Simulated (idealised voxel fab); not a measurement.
You're looking at the process module voxel released beams.
Cross-section cut: width 165 nm, square cells of 5 nm.
A cross-section is written here as square cells arranged in a grid, and it is given in bands from the top down, each band taking up one or more rows of cells.
Basically the band line says how high the top is and how high the bottom is, in nm, and then what's in it from left to right, every material with its width in nm. Empty space shows up as "empty", and if a single material carries "edge to edge" it runs the full band edge to edge.
Below 0: as-received wafer, all one material; heights counted from there. Lowest band: no bottom, goes on down, written "0 -> down".
Per-row width for "30..40": begins at first number (top row of band), ends at second number (bottom row), increment between rows held constant.
Step note "nothing changed" = no cross-section cell changed.
"Closed internal cavities" enumerates empty spaces isolated from the top, with no open way to it, that contain at least 8 cells, giving each as width x height at distance from the left edge, all three in nm.
Past the settings on a step's line: simulator remark, on that step.
A step line may carry the setting "overlay nm", which, for steps involving a mask, states the distance by which the mask lay to the right of its intended position; negative values denote displacement to the left.

Set out below are the planned steps of the process
1,RECEIVE [material Si]
2,CONFORMAL_DEP [material SiN] [thk nm 5]
3,DIRECTIONAL_DEP [material SiO2] [thk nm 20]
4,MASKED_ETCH [tone open] [mask id ANCHOR] [width nm 35] [etch materials SiO2] [depth nm 20] [overlay nm -15]
5,CONFORMAL_DEP [material polySi] [thk nm 15]
6,MASKED_ETCH [tone cover] [mask id BEAM] [width nm 95] [etch materials polySi] [depth nm 15] [overlay nm 0]
7,STRIP [etch materials SiO2]
Quick note for whoever runs this: the wafers start identical, but the overlay nm at step 4 isn't the same across them. The plan just shows what the first wafer had.

Cross-section of the first of several wafers as received (after step 1)
	0 -> down: Si edge to edge
	Closed internal cavities: none

Take a look at the first of several wafers in cross-section: the module is done, and step 7 was its last step
	40 -> 25: empty: 30, polySi: 5, empty: 5, polySi: 85, empty: 40
	25 -> 20: empty: 20, polySi: 15, empty: 5, polySi: 15, empty: 110
	20 -> 5: empty: 20, polySi: 35, empty: 110
	5 -> 0: SiN edge to edge
	0 -> down: Si edge to edge
	Closed internal cavities: none

Module end, final wafer: cross-section
	40 -> 25: empty: 30, polySi: 35, empty: 5, polySi: 55, empty: 40
	25 -> 20: empty: 50, polySi: 15, empty: 5, polySi: 15, empty: 80
	20 -> 5: empty: 50, polySi: 35, empty: 80
	5 -> 0: SiN edge to edge
	0 -> down: Si edge to edge
	Closed internal cavities: none

Each row below is a wafer at the end of the module, listing for every material the number of cells it has gained (+) or lost (-) since it was received, followed by its closed voids
overlay nm -15 | +33 SiN | +81 polySi | Closed internal cavities: none
overlay nm -10 | +33 SiN | +81 polySi | Closed internal cavities: none
overlay nm -5 | +33 SiN | +81 polySi | Closed internal cavities: none
overlay nm 0 | +33 SiN | +81 polySi | Closed internal cavities: none
overlay nm 5 | +33 SiN | +81 polySi | Closed internal cavities: none
overlay nm 10 | +33 SiN | +81 polySi | Closed internal cavities: none
overlay nm 15 | +33 SiN | +81 polySi | Closed internal cavities: none
